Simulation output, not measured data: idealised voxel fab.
The following is a process module called voxel lift off.
210 nm wide, 5 nm square cells: that's cross-section cut.
Square cells in a grid make up a cross-section in this document, and the grid is given as bands, listed from the top down, each one or more rows of cells.
Each band's line starts with the height of the band's top and of its bottom, in nm. Then come its materials from left to right, each with its width in nm. One material with "edge to edge" fills the band from edge to edge. "blank" is empty space.
Measure heights from 0. That's the level where, below it, the as-received wafer is all one material. The lowest band is bottomless and extends downward; write it as in "top 0, no bottom".
Top row gets the first number, bottom row gets the second, and each row in between changes by the same step: that is how a band width like "30 to 40" works.
Key: "nothing got changed" - step with no changed cell in the cross-section.
Each empty space that has no open way to the top and spans at least 8 cells appears under "Closed cavity list" as width x height at distance, the distance counted from the left edge, all in nm.
What comes after the settings on a step's line is commentary from the simulator itself on that step.
overlay nm, on a step with a mask: how far to the right of its planned place the mask lay; to the left if negative
Below is the list of planned process steps:
1: RECEIVE,material Si
2: CONFORMAL_DEP,material SiO2,thk nm 5
3: PATTERN,tone open,mask id LINES,material resist,width nm 20,pitch nm 35,thk nm 20,overlay nm 0
4: DIRECTIONAL_DEP,material Ru,thk nm 5
5: STRIP,etch materials resist
6: CONFORMAL_DEP,material SiCN,thk nm 10
Step 1 complete: cross-section of the wafer as received:
  top 0, no bottom  Si edge to edge
  Closed cavity list: none
First of two wafers, end-of-module section, run followed plan:
  top 20, bottom 15  50 blank, 110 SiCN, 50 blank
  top 15, bottom 10  SiCN edge to edge
  top 10, bottom 5  60 SiCN, 20 Ru, 15 SiCN, 20 Ru, 15 SiCN, 20 Ru, 60 SiCN
  top 5, bottom 0  SiO2 edge to edge
  top 0, no bottom  Si edge to edge
  Closed cavity list: none
Wafer two, sectioned after the module: the first wafer's start, the first wafer's plan, and one mistake in how it was run:
  top 20, bottom 15  55 blank, 105 SiCN, 50 blank
  top 15, bottom 10  SiCN edge to edge
  top 10, bottom 5  65 SiCN, 15 Ru, 20 SiCN, 15 Ru, 20 SiCN, 15 Ru, 60 SiCN
  top 5, bottom 0  SiO2 edge to edge
  top 0, no bottom  Si edge to edge
  Closed cavity list: none
Finding, execution versus plan: rather than as planned, step 3 actually ran as PATTERN,tone open,mask id LINES,material resist,width nm 15,pitch nm 35,thk nm 20,overlay nm 0
Upon completion, the second wafer contains, in terms of cells, a greater or smaller amount of certain materials than the first wafer: -3 Ru | +2 SiCN
